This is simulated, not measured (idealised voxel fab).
Process module, titled voxel transistor to metal
Each square cell in cross-section cut measures 5 nm, and the section as a whole is 275 nm wide.
Square cells in a grid make up a cross-section in this document, and the grid is given as bands, listed from the top down, each one or more rows of cells.
What a band's entry tells you: where the top is and where the bottom is, as heights in nm, and after that what lies inside, material by material from left to right, each with its width in nm. Empty space is written as the word "blank", and a single material marked with the word "throughout" occupies the band from edge to edge.
Convention: height 0 is the level below which the wafer, as received, is all one material. The lowest band does not terminate at the bottom but continues downward, represented as "top 0, no bottom".
Per-row width for "30->40": begins at first number (top row of band), ends at second number (bottom row), increment between rows held constant.
Reading "left unchanged" for a step: not a cell of the cross-section changed in it.
Empty spaces without an open route to the top, at least 8 cells in extent, make up the entry "Sealed voids"; each is given as width x height at distance, where the distance is measured from the left edge, and all are in nm.
That trailing text on a step's line, after the settings, is the simulator's own remark on the step.
overlay nm: how far to the right of its planned place the mask lay on this masked step (negative: to the left).

Process steps - plan:
step 1: RECEIVE, material Si
step 2: OXIDIZE, depth nm 5
step 3: CONFORMAL_DEP, material SiN, thk nm 10
step 4: PATTERN, tone cover, mask id ACTIVE, material resist, width nm 105, pitch nm 135, thk nm 20, overlay nm 0
step 5: DIRECTIONAL_ETCH, etch materials SiN, depth nm 10
step 6: DIRECTIONAL_ETCH, etch materials SiO2, depth nm 5
step 7: DIRECTIONAL_ETCH, etch materials Si, depth nm 35
step 8: STRIP, etch materials resist
step 9: FILL_DEP, material SiO2, thk nm 15
step 10: CMP, height nm 10
step 11: SELECTIVE_ETCH, etch materials SiO2, depth nm 5
step 12: STRIP, etch materials SiN
step 13: SELECTIVE_ETCH, etch materials SiO2, depth nm 5
step 14: OXIDIZE, depth nm 5
step 15: DIRECTIONAL_DEP, material polySi, thk nm 30
step 16: DIRECTIONAL_DEP, material SiCN, thk nm 15
step 17: PATTERN, tone cover, mask id GATE, material resist, width nm 35, pitch nm 135, thk nm 15, overlay nm 0
step 18: DIRECTIONAL_ETCH, etch materials SiCN, depth nm 25
step 19: DIRECTIONAL_ETCH, etch materials polySi, depth nm 40
step 20: STRIP, etch materials resist
step 21: CONFORMAL_DEP, material SiO2, thk nm 5
step 22: DIRECTIONAL_ETCH, etch materials SiO2, depth nm 5
step 23: CONFORMAL_DEP, material SiN, thk nm 5
step 24: DIRECTIONAL_ETCH, etch materials SiN, depth nm 5
step 25: DIRECTIONAL_ETCH, etch materials SiO2, depth nm 5
step 26: DIRECTIONAL_ETCH, etch materials Si, depth nm 10
step 27: EPI, material nSi, thk nm 10
step 28: FILL_DEP, material SiO2, thk nm 10
step 29: CMP, height nm 25
step 30: STRIP, etch materials polySi
step 31: SELECTIVE_ETCH, etch materials SiO2, depth nm 5
step 32: CONFORMAL_DEP, material HfO2, thk nm 5
step 33: CONFORMAL_DEP, material TiN, thk nm 5
step 34: FILL_DEP, material W, thk nm 10
step 35: CMP, height nm 20
step 36: DIRECTIONAL_DEP, material SiO2, thk nm 10
step 37: PATTERN, tone open, mask id CONTACT, material resist, width nm 15, thk nm 15, overlay nm 0
step 38: DIRECTIONAL_ETCH, etch materials SiO2, depth nm 30
step 39: STRIP, etch materials resist
step 40: CONFORMAL_DEP, material TiN, thk nm 5
step 41: FILL_DEP, material W, thk nm 10
step 42: CMP, height nm 30
step 43: DIRECTIONAL_DEP, material TiN, thk nm 5
step 44: DIRECTIONAL_DEP, material Ru, thk nm 25
step 45: DIRECTIONAL_DEP, material aC, thk nm 15
step 46: PATTERN, tone cover, mask id METAL_1, material resist, width nm 15, thk nm 35, overlay nm 0
step 47: DIRECTIONAL_ETCH, etch materials aC, depth nm 15
step 48: STRIP, etch materials resist
step 49: DIRECTIONAL_ETCH, etch materials Ru, depth nm 25
step 50: DIRECTIONAL_ETCH, etch materials TiN, depth nm 5
step 51: STRIP, etch materials aC
step 52: FILL_DEP, material SiO2, thk nm 5
step 53: CMP, height nm 60
step 54: CONFORMAL_DEP, material SiCN, thk nm 5
step 55: DIRECTIONAL_DEP, material SiO2, thk nm 30
step 56: MASKED_ETCH, tone open, mask id METAL_2, width nm 15, pitch nm 135, etch materials SiO2, depth nm 15, overlay nm 0
step 57: DIRECTIONAL_DEP, material aC, thk nm 15
step 58: PATTERN, tone open, mask id METAL_2_HOLES, material resist, width nm 15, pitch nm 135, thk nm 30, overlay nm 0
step 59: DIRECTIONAL_ETCH, etch materials aC, depth nm 15
step 60: STRIP, etch materials resist
step 61: DIRECTIONAL_ETCH, etch materials SiO2, depth nm 15
step 62: DIRECTIONAL_ETCH, etch materials SiCN, depth nm 5
step 63: STRIP, etch materials aC
step 64: CONFORMAL_DEP, material TiN, thk nm 5
step 65: FILL_DEP, material Cu, thk nm 10
step 66: CMP, height nm 95
step 67: CONFORMAL_DEP, material SiN, thk nm 5

Incoming wafer, cross-sectional view, post step 1:
* top 0, no bottom  Si throughout
* Sealed voids: none

Below is the wafer in cross-section after the module was completed. It began from the starting point shown above and followed the plan shown above, except that one mistake was made while running it:
* top 100, bottom 95  SiN throughout
* top 95, bottom 65  SiO2: 20; TiN: 5; Cu: 5; TiN: 5; SiO2: 120; TiN: 5; Cu: 5; TiN: 5; SiO2: 105
* top 65, bottom 60  SiCN: 20; TiN: 15; SiCN: 120; TiN: 15; SiCN: 105
* top 60, bottom 35  SiO2: 20; Ru: 15; SiO2: 65; Ru: 15; SiO2: 40; Ru: 15; SiO2: 65; Ru: 15; SiO2: 25
* top 35, bottom 30  SiO2: 20; TiN: 15; SiO2: 65; TiN: 15; SiO2: 40; TiN: 15; SiO2: 65; TiN: 15; SiO2: 25
* top 30, bottom 20  SiO2: 20; TiN: 5; W: 5; TiN: 5; SiO2: 65; TiN: 5; W: 5; TiN: 5; SiO2: 40; TiN: 5; W: 5; TiN: 5; SiO2: 65; TiN: 5; W: 5; TiN: 5; SiO2: 25
* top 20, bottom 5  SiO2: 20; TiN: 5; W: 5; TiN: 5; SiO2: 5; SiN: 5; HfO2: 5; TiN: 5; W: 25; TiN: 5; HfO2: 5; SiN: 5; SiO2: 5; TiN: 5; W: 5; TiN: 5; SiO2: 40; TiN: 5; W: 5; TiN: 5; SiO2: 5; SiN: 5; HfO2: 5; TiN: 5; W: 25; TiN: 5; HfO2: 5; SiN: 5; SiO2: 5; TiN: 5; W: 5; TiN: 5; SiO2: 25
* top 5, bottom 0  SiO2: 20; TiN: 15; SiO2: 5; SiN: 5; HfO2: 5; TiN: 5; W: 25; TiN: 5; HfO2: 5; SiN: 5; SiO2: 5; TiN: 15; SiO2: 40; TiN: 15; SiO2: 5; SiN: 5; HfO2: 5; TiN: 5; W: 25; TiN: 5; HfO2: 5; SiN: 5; SiO2: 5; TiN: 15; SiO2: 25
* top 0, bottom -5  SiO2: 30; nSi: 10; SiN: 5; HfO2: 5; TiN: 35; HfO2: 5; SiN: 5; nSi: 10; SiO2: 60; nSi: 10; SiN: 5; HfO2: 5; TiN: 35; HfO2: 5; SiN: 5; nSi: 10; SiO2: 35
* top -5, bottom -10  SiO2: 30; nSi: 10; SiN: 5; HfO2: 45; SiN: 5; nSi: 10; SiO2: 60; nSi: 10; SiN: 5; HfO2: 45; SiN: 5; nSi: 10; SiO2: 35
* top -10, bottom -20  SiO2: 10->15; nSi: 30->25; Si: 55; nSi: 30->25; SiO2: 20->30; nSi: 30->25; Si: 55; nSi: 30->25; SiO2: 15->20
* top -20, bottom -40  SiO2: 15; Si: 105; SiO2: 30; Si: 105; SiO2: 20
* top -40, no bottom  Si throughout
* Sealed voids: none
Finding, execution versus plan: contrary to plan, step 22 was performed as DIRECTIONAL_ETCH, etch materials SiO2, depth nm 15
